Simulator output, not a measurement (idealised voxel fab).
process module | voxel capacitor over wiring
cross-section cut | 240 nm wide | cells 5 nm
A cross-section is a grid of square cells, given in bands from the top down. A band is one or more rows of cells.
Each band's line starts with the height of the band's top and of its bottom, in nm. Then come its materials from left to right, each with its width in nm. One material with "throughout" fills the band from edge to edge. "air" is empty space.
Height 0 is the level under which the wafer as received is all one material. The lowest band goes on downwards, as in "0 down".
A width such as "30 to 40" changes by the same amount from each row of cells to the next, from the band's top row to its bottom row.
"no change" after a step means that no cell of the cross-section changed.
closed voids: empty space of 8 cells or more with no open way to the top, each as width x height at its distance from the left edge, in nm
after a step's settings: what the simulator itself notes on the step
overlay nm, on a step with a mask: how far to the right of its planned place the mask lay; to the left if negative
plan
1 op RECEIVE | material Si
2 op CONFORMAL_DEP | material SiO2 | thk nm 10
3 op DIRECTIONAL_DEP | material TiN | thk nm 5
4 op DIRECTIONAL_DEP | material Ru | thk nm 15
5 op DIRECTIONAL_DEP | material aC | thk nm 15
6 op PATTERN | tone cover | mask id METAL_1 | material resist | width nm 30 | pitch nm 85 | thk nm 35 | overlay nm 0
7 op DIRECTIONAL_ETCH | etch materials aC | depth nm 15
8 op STRIP | etch materials resist
9 op DIRECTIONAL_ETCH | etch materials Ru | depth nm 15
10 op DIRECTIONAL_ETCH | etch materials TiN | depth nm 5
11 op STRIP | etch materials aC
12 op CONFORMAL_DEP | material SiCN | thk nm 5
13 op FILL_DEP | material lowk | thk nm 5
14 op CMP | height nm 30
15 op CONFORMAL_DEP | material SiCN | thk nm 5
16 op DIRECTIONAL_DEP | material SiO2 | thk nm 20
17 op MASKED_ETCH | tone open | mask id PLUG_1 | width nm 15 | etch materials SiO2 | depth nm 20 | overlay nm 0
18 op MASKED_ETCH | tone open | mask id PLUG_1 | width nm 15 | etch materials SiCN | depth nm 5 | overlay nm 0
19 op EPI | material Ru | thk nm 10
20 op EPI | material Ru | thk nm 10
21 op EPI | material Ru | thk nm 5
22 op DIRECTIONAL_DEP | material TiN | thk nm 10
23 op DIRECTIONAL_DEP | material Al2O3 | thk nm 5
24 op DIRECTIONAL_DEP | material TiN | thk nm 10
25 op DIRECTIONAL_DEP | material aC | thk nm 15
26 op PATTERN | tone cover | mask id UPPER_PLATE | material resist | width nm 60 | thk nm 30 | overlay nm 0
27 op DIRECTIONAL_ETCH | etch materials aC | depth nm 15
28 op STRIP | etch materials resist
29 op DIRECTIONAL_ETCH | etch materials TiN | depth nm 10
30 op DIRECTIONAL_ETCH | etch materials Al2O3 | depth nm 5
31 op STRIP | etch materials aC
32 op PATTERN | tone cover | mask id LOWER_PLATE | material resist | width nm 70 | thk nm 15 | overlay nm 0
33 op DIRECTIONAL_ETCH | etch materials TiN | depth nm 10
34 op STRIP | etch materials resist
35 op FILL_DEP | material SiO2 | thk nm 15
36 op CMP | height nm 90
37 op PATTERN | tone open | mask id PLUG_2 | material resist | width nm 15 | thk nm 20 | overlay nm 0
38 op DIRECTIONAL_ETCH | etch materials SiO2 | depth nm 10
39 op STRIP | etch materials resist
40 op CONFORMAL_DEP | material TiN | thk nm 5
41 op FILL_DEP | material W | thk nm 10
42 op CMP | height nm 90
43 op CONFORMAL_DEP | material SiN | thk nm 5
first wafer, as planned
as received, after step 1
  0 down: Si throughout
  closed voids: none
after step 2
  10 to 0: SiO2 throughout
  below 0: unchanged
after step 3
  15 to 10: TiN throughout
  below 10: unchanged
after step 4
  30 to 15: Ru throughout
  below 15: unchanged
after step 5
  45 to 30: aC throughout
  below 30: unchanged
after step 6
  80 to 45: air 60 | resist 30 | air 55 | resist 30 | air 65
  below 45: unchanged
after step 7
  65 to 45: air 60 | resist 30 | air 55 | resist 30 | air 65
  45 to 30: air 60 | aC 30 | air 55 | aC 30 | air 65
  below 30: unchanged
after step 8
  45 to 30: air 60 | aC 30 | air 55 | aC 30 | air 65
  below 30: unchanged
after step 9
  45 to 30: air 60 | aC 30 | air 55 | aC 30 | air 65
  30 to 15: air 60 | Ru 30 | air 55 | Ru 30 | air 65
  below 15: unchanged
after step 10
  45 to 30: air 60 | aC 30 | air 55 | aC 30 | air 65
  30 to 15: air 60 | Ru 30 | air 55 | Ru 30 | air 65
  15 to 10: air 60 | TiN 30 | air 55 | TiN 30 | air 65
  below 10: unchanged
after step 11
  30 to 15: air 60 | Ru 30 | air 55 | Ru 30 | air 65
  below 15: unchanged
after step 12
  35 to 30: air 55 | SiCN 40 | air 45 | SiCN 40 | air 60
  30 to 15: air 55 | SiCN 5 | Ru 30 | SiCN 5 | air 45 | SiCN 5 | Ru 30 | SiCN 5 | air 60
  15 to 10: SiCN 60 | TiN 30 | SiCN 55 | TiN 30 | SiCN 65
  below 10: unchanged
after step 13
  40 to 35: lowk throughout
  35 to 30: lowk 55 | SiCN 40 | lowk 45 | SiCN 40 | lowk 60
  30 to 15: lowk 55 | SiCN 5 | Ru 30 | SiCN 5 | lowk 45 | SiCN 5 | Ru 30 | SiCN 5 | lowk 60
  below 15: unchanged
after step 14
  30 to 15: lowk 55 | SiCN 5 | Ru 30 | SiCN 5 | lowk 45 | SiCN 5 | Ru 30 | SiCN 5 | lowk 60
  below 15: unchanged
after step 15
  35 to 30: SiCN throughout
  below 30: unchanged
after step 16
  55 to 35: SiO2 throughout
  below 35: unchanged
after step 17
  55 to 35: SiO2 75 | air 15 | SiO2 150
  below 35: unchanged
after step 18
  55 to 35: SiO2 75 | air 15 | SiO2 150
  35 to 30: SiCN 75 | air 15 | SiCN 150
  below 30: unchanged
after step 19
  55 to 40: SiO2 75 | air 15 | SiO2 150
  40 to 35: SiO2 75 | Ru 15 | SiO2 150
  35 to 30: SiCN 75 | Ru 15 | SiCN 150
  below 30: unchanged
after step 20
  55 to 50: SiO2 75 | air 15 | SiO2 150
  50 to 35: SiO2 75 | Ru 15 | SiO2 150
  below 35: unchanged
after step 21
  55 to 35: SiO2 75 | Ru 15 | SiO2 150
  below 35: unchanged
after step 22
  65 to 55: TiN throughout
  below 55: unchanged
after step 23
  70 to 65: Al2O3 throughout
  below 65: unchanged
after step 24
  80 to 70: TiN throughout
  below 70: unchanged
after step 25
  95 to 80: aC throughout
  below 80: unchanged
after step 26
  125 to 95: air 75 | resist 60 | air 105
  below 95: unchanged
after step 27
  110 to 95: air 75 | resist 60 | air 105
  95 to 80: air 75 | aC 60 | air 105
  below 80: unchanged
after step 28
  95 to 80: air 75 | aC 60 | air 105
  below 80: unchanged
after step 29
  95 to 80: air 75 | aC 60 | air 105
  80 to 70: air 75 | TiN 60 | air 105
  below 70: unchanged
after step 30
  95 to 80: air 75 | aC 60 | air 105
  80 to 70: air 75 | TiN 60 | air 105
  70 to 65: air 75 | Al2O3 60 | air 105
  below 65: unchanged
after step 31
  80 to 70: air 75 | TiN 60 | air 105
  below 70: unchanged
after step 32
  95 to 80: air 70 | resist 70 | air 100
  80 to 70: air 70 | resist 5 | TiN 60 | resist 5 | air 100
  70 to 65: air 70 | resist 5 | Al2O3 60 | resist 5 | air 100
  below 65: unchanged
after step 33
  95 to 80: air 70 | resist 70 | air 100
  80 to 70: air 70 | resist 5 | TiN 60 | resist 5 | air 100
  70 to 65: air 70 | resist 5 | Al2O3 60 | resist 5 | air 100
  65 to 55: air 70 | TiN 70 | air 100
  below 55: unchanged
after step 34
  80 to 70: air 75 | TiN 60 | air 105
  70 to 65: air 75 | Al2O3 60 | air 105
  below 65: unchanged
after step 35
  95 to 80: SiO2 throughout
  80 to 70: SiO2 75 | TiN 60 | SiO2 105
  70 to 65: SiO2 75 | Al2O3 60 | SiO2 105
  65 to 55: SiO2 70 | TiN 70 | SiO2 100
  below 55: unchanged
after step 36
  90 to 80: SiO2 throughout
  below 80: unchanged
after step 37
  110 to 90: resist 85 | air 15 | resist 140
  below 90: unchanged
after step 38
  110 to 90: resist 85 | air 15 | resist 140
  90 to 80: SiO2 85 | air 15 | SiO2 140
  below 80: unchanged
after step 39
  90 to 80: SiO2 85 | air 15 | SiO2 140
  below 80: unchanged
after step 40
  95 to 90: TiN 90 | air 5 | TiN 145
  90 to 85: SiO2 85 | TiN 5 | air 5 | TiN 5 | SiO2 140
  85 to 80: SiO2 85 | TiN 15 | SiO2 140
  below 80: unchanged
after step 41
  105 to 95: W throughout
  95 to 90: TiN 90 | W 5 | TiN 145
  90 to 85: SiO2 85 | TiN 5 | W 5 | TiN 5 | SiO2 140
  below 85: unchanged
after step 42
  90 to 85: SiO2 85 | TiN 5 | W 5 | TiN 5 | SiO2 140
  below 85: unchanged
after step 43
  95 to 90: SiN throughout
  below 90: unchanged
second wafer: like start, like plan, one mistake. Through step 16 it matches the first wafer
when step 17 should have ended
  55 to 35: air 75 | SiO2 15 | air 150
  below 35: unchanged
when step 18 should have ended: no change
when step 19 should have ended: no change
when step 20 should have ended: no change
when step 21 should have ended: no change
when step 22 should have ended
  65 to 55: air 75 | TiN 15 | air 150
  55 to 45: air 75 | SiO2 15 | air 150
  45 to 35: TiN 75 | SiO2 15 | TiN 150
  below 35: unchanged
when step 23 should have ended
  70 to 65: air 75 | Al2O3 15 | air 150
  65 to 55: air 75 | TiN 15 | air 150
  55 to 50: air 75 | SiO2 15 | air 150
  50 to 45: Al2O3 75 | SiO2 15 | Al2O3 150
  below 45: unchanged
when step 24 should have ended
  80 to 70: air 75 | TiN 15 | air 150
  70 to 65: air 75 | Al2O3 15 | air 150
  65 to 60: air 75 | TiN 15 | air 150
  60 to 55: TiN throughout
  55 to 50: TiN 75 | SiO2 15 | TiN 150
  below 50: unchanged
when step 25 should have ended
  95 to 80: air 75 | aC 15 | air 150
  80 to 75: air 75 | TiN 15 | air 150
  75 to 70: aC 75 | TiN 15 | aC 150
  70 to 65: aC 75 | Al2O3 15 | aC 150
  65 to 60: aC 75 | TiN 15 | aC 150
  below 60: unchanged
when step 26 should have ended
  125 to 95: air 75 | resist 60 | air 105
  95 to 80: air 75 | aC 15 | resist 45 | air 105
  80 to 75: air 75 | TiN 15 | resist 45 | air 105
  below 75: unchanged
when step 27 should have ended
  110 to 95: air 75 | resist 60 | air 105
  95 to 80: air 75 | aC 15 | resist 45 | air 105
  80 to 75: air 75 | TiN 15 | resist 45 | air 105
  75 to 70: air 75 | TiN 15 | aC 45 | air 105
  70 to 65: air 75 | Al2O3 15 | aC 45 | air 105
  65 to 60: air 75 | TiN 15 | aC 45 | air 105
  below 60: unchanged
when step 28 should have ended
  95 to 80: air 75 | aC 15 | air 150
  80 to 75: air 75 | TiN 15 | air 150
  below 75: unchanged
when step 29 should have ended
  95 to 80: air 75 | aC 15 | air 150
  80 to 75: air 75 | TiN 15 | air 150
  75 to 70: air 75 | TiN 15 | aC 45 | air 105
  70 to 65: air 75 | Al2O3 15 | aC 45 | air 105
  65 to 60: air 75 | TiN 15 | aC 45 | air 105
  60 to 55: air 75 | TiN 60 | air 105
  55 to 50: air 75 | SiO2 15 | TiN 45 | air 105
  below 50: unchanged
when step 30 should have ended
  95 to 80: air 75 | aC 15 | air 150
  80 to 75: air 75 | TiN 15 | air 150
  75 to 70: air 75 | TiN 15 | aC 45 | air 105
  70 to 65: air 75 | Al2O3 15 | aC 45 | air 105
  65 to 60: air 75 | TiN 15 | aC 45 | air 105
  60 to 55: air 75 | TiN 60 | air 105
  55 to 50: air 75 | SiO2 15 | TiN 45 | air 105
  50 to 45: air 75 | SiO2 15 | Al2O3 45 | air 105
  below 45: unchanged
when step 31 should have ended
  80 to 70: air 75 | TiN 15 | air 150
  70 to 65: air 75 | Al2O3 15 | air 150
  65 to 55: air 75 | TiN 15 to 60 | air 150 to 105
  below 55: unchanged
when step 32 should have ended
  95 to 80: air 70 | resist 70 | air 100
  80 to 70: air 70 | resist 5 | TiN 15 | resist 50 | air 100
  70 to 65: air 70 | resist 5 | Al2O3 15 | resist 50 | air 100
  65 to 55: air 70 | resist 5 | TiN 15 to 60 | resist 50 to 5 | air 100
  55 to 50: air 70 | resist 5 | SiO2 15 | TiN 45 | resist 5 | air 100
  50 to 45: air 70 | resist 5 | SiO2 15 | Al2O3 45 | resist 5 | air 100
  below 45: unchanged
when step 33 should have ended
  95 to 80: air 70 | resist 70 | air 100
  80 to 70: air 70 | resist 5 | TiN 15 | resist 50 | air 100
  70 to 65: air 70 | resist 5 | Al2O3 15 | resist 50 | air 100
  65 to 55: air 70 | resist 5 | TiN 15 to 60 | resist 50 to 5 | air 100
  55 to 50: air 70 | resist 5 | SiO2 15 | TiN 45 | resist 5 | air 100
  50 to 45: air 70 | resist 5 | SiO2 15 | Al2O3 45 | resist 5 | air 100
  45 to 35: air 70 | TiN 5 | SiO2 15 | TiN 50 | air 100
  below 35: unchanged
when step 34 should have ended
  80 to 70: air 75 | TiN 15 | air 150
  70 to 65: air 75 | Al2O3 15 | air 150
  65 to 55: air 75 | TiN 15 to 60 | air 150 to 105
  55 to 50: air 75 | SiO2 15 | TiN 45 | air 105
  50 to 45: air 75 | SiO2 15 | Al2O3 45 | air 105
  below 45: unchanged
when step 35 should have ended
  95 to 80: SiO2 throughout
  80 to 70: SiO2 75 | TiN 15 | SiO2 150
  70 to 65: SiO2 75 | Al2O3 15 | SiO2 150
  65 to 55: SiO2 75 | TiN 15 to 60 | SiO2 150 to 105
  55 to 50: SiO2 90 | TiN 45 | SiO2 105
  50 to 45: SiO2 90 | Al2O3 45 | SiO2 105
  45 to 35: SiO2 70 | TiN 5 | SiO2 15 | TiN 50 | SiO2 100
  below 35: unchanged
when step 36 should have ended
  90 to 80: SiO2 throughout
  below 80: unchanged
when step 37 should have ended
  110 to 90: resist 85 | air 15 | resist 140
  below 90: unchanged
when step 38 should have ended
  110 to 90: resist 85 | air 15 | resist 140
  90 to 80: SiO2 85 | air 15 | SiO2 140
  below 80: unchanged
when step 39 should have ended
  90 to 80: SiO2 85 | air 15 | SiO2 140
  below 80: unchanged
when step 40 should have ended
  95 to 90: TiN 90 | air 5 | TiN 145
  90 to 85: SiO2 85 | TiN 5 | air 5 | TiN 5 | SiO2 140
  85 to 80: SiO2 85 | TiN 15 | SiO2 140
  below 80: unchanged
when step 41 should have ended
  105 to 95: W throughout
  95 to 90: TiN 90 | W 5 | TiN 145
  90 to 85: SiO2 85 | TiN 5 | W 5 | TiN 5 | SiO2 140
  below 85: unchanged
when step 42 should have ended
  90 to 85: SiO2 85 | TiN 5 | W 5 | TiN 5 | SiO2 140
  below 85: unchanged
when step 43 should have ended
  95 to 90: SiN throughout
  below 90: unchanged
what went wrong: step 17 ran as: op MASKED_ETCH | tone cover | mask id PLUG_1 | width nm 15 | etch materials SiO2 | depth nm 20 | overlay nm 0
at the end the second wafer has, in cells: 15 fewer of Ru | 3 more of SiCN | 12 more of SiO2
